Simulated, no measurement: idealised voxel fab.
process module | voxel ribs on slabs
cross-section cut | 250 nm wide | cells 5 nm
A cross-section is a grid of square cells, given in bands from the top down. A band is one or more rows of cells.
Each band's line starts with the height of the band's top and of its bottom, in nm. Then come its materials from left to right, each with its width in nm. One material with "throughout" fills the band from edge to edge. "air" is empty space.
Height 0 is the level under which the wafer as received is all one material. The lowest band goes on downwards, as in "0 down".
A width such as "30 to 40" changes by the same amount from each row of cells to the next, from the band's top row to its bottom row.
"no change" after a step means that no cell of the cross-section changed.
closed voids: empty space of 8 cells or more with no open way to the top, each as width x height at its distance from the left edge, in nm
after a step's settings: what the simulator itself notes on the step
overlay nm, on a step with a mask: how far to the right of its planned place the mask lay; to the left if negative
plan
1 op RECEIVE | material Si
2 op DIRECTIONAL_DEP | material SiO2 | thk nm 20
3 op DIRECTIONAL_DEP | material polySi | thk nm 15
4 op DIRECTIONAL_DEP | material aC | thk nm 15
5 op PATTERN | tone cover | mask id RIB | material resist | width nm 25 | thk nm 35 | overlay nm 0
6 op DIRECTIONAL_ETCH | etch materials aC | depth nm 15
7 op STRIP | etch materials resist
8 op DIRECTIONAL_ETCH | etch materials polySi | depth nm 10
9 op STRIP | etch materials aC
10 op PATTERN | tone cover | mask id SLAB | material resist | width nm 75 | thk nm 20 | overlay nm 0
11 op DIRECTIONAL_ETCH | etch materials polySi | depth nm 5
12 op STRIP | etch materials resist
13 op FILL_DEP | material SiO2 | thk nm 15
14 op CMP | height nm 45
15 op DIRECTIONAL_DEP | material W | thk nm 10
16 op MASKED_ETCH | tone cover | mask id HEATER | width nm 35 | etch materials W | depth nm 10 | overlay nm 0
17 op CONFORMAL_DEP | material SiN | thk nm 5
as received, after step 1
  0 down: Si throughout
  closed voids: none
a wafer at the end: this start, this plan, one mistake
  50 to 45: air 100 | SiN 45 | air 105
  45 to 40: air 100 | SiN 5 | W 35 | SiN 5 | air 105
  40 to 35: SiN 105 | W 35 | SiN 110
  35 to 25: SiO2 110 | polySi 25 | SiO2 115
  25 to 20: SiO2 85 | polySi 75 | SiO2 90
  20 to 0: SiO2 throughout
  0 down: Si throughout
  closed voids: none
what went wrong: step 14 ran as: op CMP | height nm 35
